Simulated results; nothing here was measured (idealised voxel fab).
The document below concerns the process module designated voxel capacitor over wiring.
185 nm wide, 5 nm square cells: that's cross-section cut.
We lay out every cross-section as a grid of square cells and spell it out in bands from the top down, where one band means one or more rows of cells.
A band entry consists of two parts. The first gives the height of the band's top and the height of its bottom, in nm. The rest lists the band's materials from left to right, each with its width in nm. A single material labelled with the word "edge to edge" fills the band from edge to edge, and the word "empty" marks empty space.
Heights are expressed relative to 0, this being the level below which the as-received wafer comprises one material exclusively. The lowest band is unbounded in the downward direction and is denoted as in "top 0, no bottom".
A width such as "30..40" changes by the same amount from each row of cells to the next, from the band's top row to its bottom row.
"nothing changed" means the step left every cell of the cross-section as it was.
"Voids lacking openings" specifies each empty space that is not open to the top and that occupies no fewer than 8 cells, using the form width x height at distance, the distance measured from the left edge and all three quantities in nm.
Text after the settings on a step's line: the simulator's own remark on that step.
A step line may carry the setting "overlay nm", which, for steps involving a mask, states the distance by which the mask lay to the right of its intended position; negative values denote displacement to the left.

Listed below are the process steps as planned
| 1 | RECEIVE [material Si] |
| 2 | CONFORMAL_DEP [material SiO2] [thk nm 15] |
| 3 | DIRECTIONAL_DEP [material TiN] [thk nm 5] |
| 4 | DIRECTIONAL_DEP [material Ru] [thk nm 15] |
| 5 | MASKED_ETCH [tone cover] [mask id METAL_1] [width nm 30] [pitch nm 100] [etch materials Ru] [depth nm 15] [overlay nm 0] |
| 6 | MASKED_ETCH [tone cover] [mask id METAL_1] [width nm 20] [pitch nm 100] [etch materials TiN] [depth nm 5] [overlay nm 0] |
| 7 | FILL_DEP [material SiO2] [thk nm 5] |
| 8 | CMP [height nm 35] |
| 9 | CONFORMAL_DEP [material SiCN] [thk nm 5] |
| 10 | DIRECTIONAL_DEP [material lowk] [thk nm 15] |
| 11 | DIRECTIONAL_DEP [material aC] [thk nm 15] |
| 12 | PATTERN [tone open] [mask id PLUG_1] [material resist] [width nm 15] [thk nm 35] [overlay nm 0] |
| 13 | DIRECTIONAL_ETCH [etch materials aC] [depth nm 15] |
| 14 | STRIP [etch materials resist] |
| 15 | DIRECTIONAL_ETCH [etch materials lowk] [depth nm 15] |
| 16 | DIRECTIONAL_ETCH [etch materials SiCN] [depth nm 5] |
| 17 | STRIP [etch materials aC] |
| 18 | CONFORMAL_DEP [material TiN] [thk nm 5] |
| 19 | FILL_DEP [material Cu] [thk nm 5] |
| 20 | CMP [height nm 55] |
| 21 | DIRECTIONAL_DEP [material TiN] [thk nm 10] |
| 22 | DIRECTIONAL_DEP [material HfO2] [thk nm 5] |
| 23 | DIRECTIONAL_DEP [material TiN] [thk nm 5] |
| 24 | DIRECTIONAL_DEP [material aC] [thk nm 10] |
| 25 | PATTERN [tone cover] [mask id UPPER_PLATE] [material resist] [width nm 75] [thk nm 30] [overlay nm 0] |
| 26 | DIRECTIONAL_ETCH [etch materials aC] [depth nm 10] |
| 27 | STRIP [etch materials resist] |
| 28 | DIRECTIONAL_ETCH [etch materials TiN] [depth nm 5] |
| 29 | DIRECTIONAL_ETCH [etch materials HfO2] [depth nm 5] |
| 30 | STRIP [etch materials aC] |
| 31 | DIRECTIONAL_DEP [material aC] [thk nm 15] |
| 32 | PATTERN [tone cover] [mask id LOWER_PLATE] [material resist] [width nm 85] [thk nm 30] [overlay nm 0] |
| 33 | DIRECTIONAL_ETCH [etch materials aC] [depth nm 15] |
| 34 | STRIP [etch materials resist] |
| 35 | DIRECTIONAL_ETCH [etch materials TiN] [depth nm 10] |
| 36 | STRIP [etch materials aC] |
| 37 | FILL_DEP [material SiO2] [thk nm 20] |
| 38 | CMP [height nm 90] |
| 39 | MASKED_ETCH [tone open] [mask id PLUG_2] [width nm 15] [etch materials SiO2] [depth nm 15] [overlay nm 0] |
| 40 | CONFORMAL_DEP [material TiN] [thk nm 5] |
| 41 | FILL_DEP [material Ru] [thk nm 5] |
| 42 | CMP [height nm 90] |
| 43 | CONFORMAL_DEP [material SiCN] [thk nm 5] |
Wafers differ in width nm at step 6; plan lists the first wafer's value; identical starting state.

Step 1 complete: as-received cross-section of the first of several wafers
  top 0, no bottom | Si edge to edge
  Voids lacking openings: none

First of several wafers: cross-section at the end of the module, after step 43, its last step
  top 95, bottom 90 | SiCN edge to edge
  top 90, bottom 80 | SiO2=50, then TiN=5, then Ru=5, then TiN=5, then SiO2=120
  top 80, bottom 70 | SiO2=50..40, then TiN=15..75, then SiO2=120..70
  top 70, bottom 65 | SiO2=40, then HfO2=75, then SiO2=70
  top 65, bottom 55 | SiO2=35, then TiN=85, then SiO2=65
  top 55, bottom 40 | lowk=40, then TiN=5, then Cu=5, then TiN=5, then lowk=130
  top 40, bottom 35 | SiCN=40, then TiN=15, then SiCN=130
  top 35, bottom 20 | SiO2=25, then Ru=30, then SiO2=70, then Ru=30, then SiO2=30
  top 20, bottom 15 | SiO2=25, then TiN=30, then SiO2=70, then TiN=30, then SiO2=30
  top 15, bottom 0 | SiO2 edge to edge
  top 0, no bottom | Si edge to edge
  Voids lacking openings: none

Last-wafer cross-section at the end of the module
  top 95, bottom 90 | SiCN edge to edge
  top 90, bottom 80 | SiO2=50, then TiN=5, then Ru=5, then TiN=5, then SiO2=120
  top 80, bottom 70 | SiO2=50..40, then TiN=15..75, then SiO2=120..70
  top 70, bottom 65 | SiO2=40, then HfO2=75, then SiO2=70
  top 65, bottom 55 | SiO2=35, then TiN=85, then SiO2=65
  top 55, bottom 40 | lowk=40, then TiN=5, then Cu=5, then TiN=5, then lowk=130
  top 40, bottom 35 | SiCN=40, then TiN=15, then SiCN=130
  top 35, bottom 20 | SiO2=25, then Ru=30, then SiO2=70, then Ru=30, then SiO2=30
  top 20, bottom 15 | SiO2=20, then TiN=45, then SiO2=55, then TiN=45, then SiO2=20
  top 15, bottom 0 | SiO2 edge to edge
  top 0, no bottom | Si edge to edge
  Voids lacking openings: none

End of module, by wafer: material-by-material cell gain (+) or loss (-) since receipt, then closed voids
width nm 20 | +3 Cu | +15 HfO2 | +38 Ru | +71 SiCN | +397 SiO2 | +77 TiN | +102 lowk | Voids lacking openings: none
width nm 25 | +3 Cu | +15 HfO2 | +38 Ru | +71 SiCN | +397 SiO2 | +77 TiN | +102 lowk | Voids lacking openings: none
width nm 30 | +3 Cu | +15 HfO2 | +38 Ru | +71 SiCN | +397 SiO2 | +77 TiN | +102 lowk | Voids lacking openings: none
width nm 35 | +3 Cu | +15 HfO2 | +38 Ru | +71 SiCN | +395 SiO2 | +79 TiN | +102 lowk | Voids lacking openings: none
width nm 40 | +3 Cu | +15 HfO2 | +38 Ru | +71 SiCN | +393 SiO2 | +81 TiN | +102 lowk | Voids lacking openings: none
width nm 45 | +3 Cu | +15 HfO2 | +38 Ru | +71 SiCN | +391 SiO2 | +83 TiN | +102 lowk | Voids lacking openings: none
